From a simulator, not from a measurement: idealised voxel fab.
This is a process module. Its name is voxel capacitor over wiring.
Shown is cross-section cut, with a width of 215 nm and square cells of size 5 nm.
Square cells in a grid make up a cross-section in this document, and the grid is given as bands, listed from the top down, each one or more rows of cells.
Top, bottom (nm), then materials left to right with widths (nm); lone material tagged "edge to edge" fills the whole band edge to edge; "blank" = empty space.
Heights from 0 (as-received wafer is one material below). Bottom band endless downward, as "z 0 and below".
A width such as "30..40" changes by the same amount from each row of cells to the next, from the band's top row to its bottom row.
The cross-section has no changed cell in any step marked "stayed the same".
If an empty space has no open way to the top and is at least 8 cells in size, "Completely enclosed voids" lists it, written width x height at distance, where distance is measured from the left edge and every value is in nm.
Note: text after step settings on the step line = simulator remark on that step.
overlay nm: right-of-plan distance of the mask on a masked step; negative values mean left-of-plan.

LISTED BELOW ARE THE PROCESS STEPS AS PLANNED
1. RECEIVE (material Si)
2. CONFORMAL_DEP (material SiO2; thk nm 10)
3. DIRECTIONAL_DEP (material TiN; thk nm 5)
4. DIRECTIONAL_DEP (material W; thk nm 15)
5. PATTERN (tone cover; mask id METAL_1; material resist; width nm 25; pitch nm 95; thk nm 20; overlay nm 0)
6. DIRECTIONAL_ETCH (etch materials W; depth nm 15)
7. DIRECTIONAL_ETCH (etch materials TiN; depth nm 5)
8. STRIP (etch materials resist)
9. CONFORMAL_DEP (material SiN; thk nm 5)
10. FILL_DEP (material lowk; thk nm 5)
11. CMP (height nm 30)
12. CONFORMAL_DEP (material SiCN; thk nm 5)
13. DIRECTIONAL_DEP (material lowk; thk nm 10)
14. PATTERN (tone open; mask id PLUG_1; material resist; width nm 15; thk nm 20; overlay nm 0)
15. DIRECTIONAL_ETCH (etch materials lowk; depth nm 10)
16. DIRECTIONAL_ETCH (etch materials SiCN; depth nm 5)
17. STRIP (etch materials resist)
18. CONFORMAL_DEP (material TiN; thk nm 5)
19. FILL_DEP (material Ru; thk nm 10)
20. CMP (height nm 45)
21. DIRECTIONAL_DEP (material TiN; thk nm 10)
22. DIRECTIONAL_DEP (material SiN; thk nm 5)
23. DIRECTIONAL_DEP (material TiN; thk nm 5)
24. MASKED_ETCH (tone cover; mask id UPPER_PLATE; width nm 75; etch materials TiN; depth nm 5; overlay nm 0)
25. MASKED_ETCH (tone cover; mask id UPPER_PLATE; width nm 75; etch materials SiN; depth nm 5; overlay nm 0)
26. DIRECTIONAL_DEP (material aC; thk nm 10)
27. PATTERN (tone cover; mask id LOWER_PLATE; material resist; width nm 85; thk nm 30; overlay nm 0)
28. DIRECTIONAL_ETCH (etch materials aC; depth nm 10)
29. STRIP (etch materials resist)
30. DIRECTIONAL_ETCH (etch materials TiN; depth nm 10)
31. STRIP (etch materials aC)
32. FILL_DEP (material SiO2; thk nm 15)
33. CMP (height nm 75)
34. PATTERN (tone open; mask id PLUG_2; material resist; width nm 15; thk nm 20; overlay nm 0)
35. DIRECTIONAL_ETCH (etch materials SiO2; depth nm 10)
36. STRIP (etch materials resist)
37. CONFORMAL_DEP (material TiN; thk nm 5)
38. FILL_DEP (material Ru; thk nm 5)
39. CMP (height nm 75)
40. CONFORMAL_DEP (material SiCN; thk nm 5)

CROSS-SECTION: WAFER ON ARRIVAL = AFTER STEP 1
z 0 and below | Si edge to edge
Completely enclosed voids: none

FIRST OF TWO WAFERS: CROSS-SECTION AT END OF MODULE, RUN PER PLAN
z 80 to 75 | SiCN edge to edge
z 75 to 70 | SiO2 (65), then TiN (5), then Ru (5), then TiN (5), then SiO2 (135)
z 70 to 60 | SiO2 (65..55), then TiN (15..75), then SiO2 (135..85)
z 60 to 55 | SiO2 (55), then SiN (75), then SiO2 (85)
z 55 to 45 | SiO2 (50), then TiN (85), then SiO2 (80)
z 45 to 35 | lowk (55), then TiN (5), then Ru (5), then TiN (5), then lowk (145)
z 35 to 30 | SiCN (55), then TiN (15), then SiCN (145)
z 30 to 15 | lowk (40), then SiN (5), then W (25), then SiN (5), then lowk (60), then SiN (5), then W (25), then SiN (5), then lowk (45)
z 15 to 10 | SiN (45), then TiN (25), then SiN (70), then TiN (25), then SiN (50)
z 10 to 0 | SiO2 edge to edge
z 0 and below | Si edge to edge
Completely enclosed voids: none

WHAT THE SECOND WAFER LOOKS LIKE IN CROSS-SECTION ONCE THE MODULE IS DONE. ITS START AND ITS PLAN MATCHED THE FIRST WAFER'S EXACTLY; WHAT DIFFERED WAS ONE MISTAKE IN HOW IT WAS RUN
z 80 to 75 | SiCN edge to edge
z 75 to 70 | SiO2 (65), then TiN (5), then Ru (5), then TiN (5), then SiO2 (135)
z 70 to 65 | SiO2 (65), then TiN (15), then SiO2 (135)
z 65 to 60 | SiO2 edge to edge
z 60 to 55 | SiO2 (55), then SiN (75), then SiO2 (85)
z 55 to 45 | TiN (50), then SiO2 (5), then TiN (75), then SiO2 (5), then TiN (80)
z 45 to 35 | lowk (55), then TiN (5), then Ru (5), then TiN (5), then lowk (145)
z 35 to 30 | SiCN (55), then TiN (15), then SiCN (145)
z 30 to 15 | lowk (40), then SiN (5), then W (25), then SiN (5), then lowk (60), then SiN (5), then W (25), then SiN (5), then lowk (45)
z 15 to 10 | SiN (45), then TiN (25), then SiN (70), then TiN (25), then SiN (50)
z 10 to 0 | SiO2 edge to edge
z 0 and below | Si edge to edge
Completely enclosed voids: none
So what did we get wrong on this run? step 27 changed vs plan, executed as PATTERN (tone open; mask id LOWER_PLATE; material resist; width nm 85; thk nm 30; overlay nm 0)
Bottom line after processing is that, in cells, the second wafer is up or down on some materials versus the first: -33 SiO2 | +33 TiN
